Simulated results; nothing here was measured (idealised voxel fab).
process module | voxel self aligned contacts
cross-section cut | 255 nm wide | cells 5 nm
A cross-section is a grid of square cells, given in bands from the top down. A band is one or more rows of cells.
Each band's line starts with the height of the band's top and of its bottom, in nm. Then come its materials from left to right, each with its width in nm. One material with "throughout" fills the band from edge to edge. "air" is empty space.
Height 0 is the level under which the wafer as received is all one material. The lowest band goes on downwards, as in "0 down".
A width such as "30 to 40" changes by the same amount from each row of cells to the next, from the band's top row to its bottom row.
"no change" after a step means that no cell of the cross-section changed.
closed voids: empty space of 8 cells or more with no open way to the top, each as width x height at its distance from the left edge, in nm
after a step's settings: what the simulator itself notes on the step
overlay nm, on a step with a mask: how far to the right of its planned place the mask lay; to the left if negative
plan
1 op RECEIVE | material Si
2 op CONFORMAL_DEP | material SiO2 | thk nm 5
3 op DIRECTIONAL_DEP | material polySi | thk nm 30
4 op DIRECTIONAL_DEP | material SiN | thk nm 20
5 op MASKED_ETCH | tone cover | mask id GATE | width nm 35 | pitch nm 80 | etch materials SiN | depth nm 20 | overlay nm 0
6 op MASKED_ETCH | tone cover | mask id GATE | width nm 35 | pitch nm 80 | etch materials polySi | depth nm 30 | overlay nm 0
7 op CONFORMAL_DEP | material SiN | thk nm 10
8 op DIRECTIONAL_ETCH | etch materials SiN | depth nm 10
9 op FILL_DEP | material SiO2 | thk nm 15
10 op CMP | height nm 65
11 op PATTERN | tone open | mask id CONTACT | material resist | width nm 65 | thk nm 20 | overlay nm 0
12 op DIRECTIONAL_ETCH | etch materials SiO2 | depth nm 65
13 op STRIP | etch materials resist
14 op CONFORMAL_DEP | material TiN | thk nm 5
15 op FILL_DEP | material Ru | thk nm 5
16 op CMP | height nm 65
17 op CONFORMAL_DEP | material SiCN | thk nm 5
as received, after step 1
  0 down: Si throughout
  closed voids: none
a wafer at the end: this start, this plan, one mistake
  70 to 65: SiCN throughout
  65 to 60: SiO2 95 | TiN 5 | Ru 55 | TiN 5 | SiO2 95
  60 to 55: SiO2 95 | TiN 65 | SiO2 95
  55 to 35: SiN 80 | SiO2 15 | SiN 65 | SiO2 15 | SiN 80
  35 to 5: polySi throughout
  5 to 0: SiO2 throughout
  0 down: Si throughout
  closed voids: none
what went wrong: step 5 ran as: op MASKED_ETCH | tone open | mask id GATE | width nm 35 | pitch nm 80 | etch materials SiN | depth nm 20 | overlay nm 0
